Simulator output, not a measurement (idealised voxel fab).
process module | voxel tone inversion
cross-section cut | 145 nm wide | cells 5 nm
A cross-section is a grid of square cells, given in bands from the top down. A band is one or more rows of cells.
Each band's line starts with the height of the band's top and of its bottom, in nm. Then come its materials from left to right, each with its width in nm. One material with "throughout" fills the band from edge to edge. "air" is empty space.
Height 0 is the level under which the wafer as received is all one material. The lowest band goes on downwards, as in "0 down".
A width such as "30 to 40" changes by the same amount from each row of cells to the next, from the band's top row to its bottom row.
"no change" after a step means that no cell of the cross-section changed.
closed voids: empty space of 8 cells or more with no open way to the top, each as width x height at its distance from the left edge, in nm
after a step's settings: what the simulator itself notes on the step
overlay nm, on a step with a mask: how far to the right of its planned place the mask lay; to the left if negative
plan
1 op RECEIVE | material Si
2 op CONFORMAL_DEP | material SiCN | thk nm 10
3 op DIRECTIONAL_DEP | material aC | thk nm 25
4 op PATTERN | tone cover | mask id POSTS | material resist | width nm 15 | pitch nm 40 | thk nm 30 | overlay nm 0
5 op DIRECTIONAL_ETCH | etch materials aC | depth nm 25
6 op STRIP | etch materials resist
7 op FILL_DEP | material SiO2 | thk nm 5
8 op CMP | height nm 35
9 op STRIP | etch materials aC
10 op CONFORMAL_DEP | material TiN | thk nm 5
11 op FILL_DEP | material Ru | thk nm 5
12 op CMP | height nm 35
13 op CONFORMAL_DEP | material SiCN | thk nm 5
varied across the wafers: width nm of step 4. The plan shows the first wafer's value. All wafers start alike
first wafer as received, after step 1
  0 down: Si throughout
  closed voids: none
first wafer at the end, after step 13
  40 to 35: SiCN throughout
  35 to 15: SiO2 45 | TiN 5 | Ru 5 | TiN 5 | SiO2 25 | TiN 5 | Ru 5 | TiN 5 | SiO2 45
  15 to 10: SiO2 45 | TiN 15 | SiO2 25 | TiN 15 | SiO2 45
  10 to 0: SiCN throughout
  0 down: Si throughout
  closed voids: none
last wafer at the end
  40 to 35: SiCN throughout
  35 to 15: SiO2 40 | TiN 5 | Ru 15 | TiN 5 | SiO2 15 | TiN 5 | Ru 15 | TiN 5 | SiO2 40
  15 to 10: SiO2 40 | TiN 25 | SiO2 15 | TiN 25 | SiO2 40
  10 to 0: SiCN throughout
  0 down: Si throughout
  closed voids: none
each wafer at the end: cells of each material gained (+) or lost (-) since it was received, then its closed voids
width nm 15 | +8 Ru | +87 SiCN | +115 SiO2 | +22 TiN | closed voids: none
width nm 20 | +16 Ru | +87 SiCN | +105 SiO2 | +24 TiN | closed voids: none
width nm 25 | +24 Ru | +87 SiCN | +95 SiO2 | +26 TiN | closed voids: none
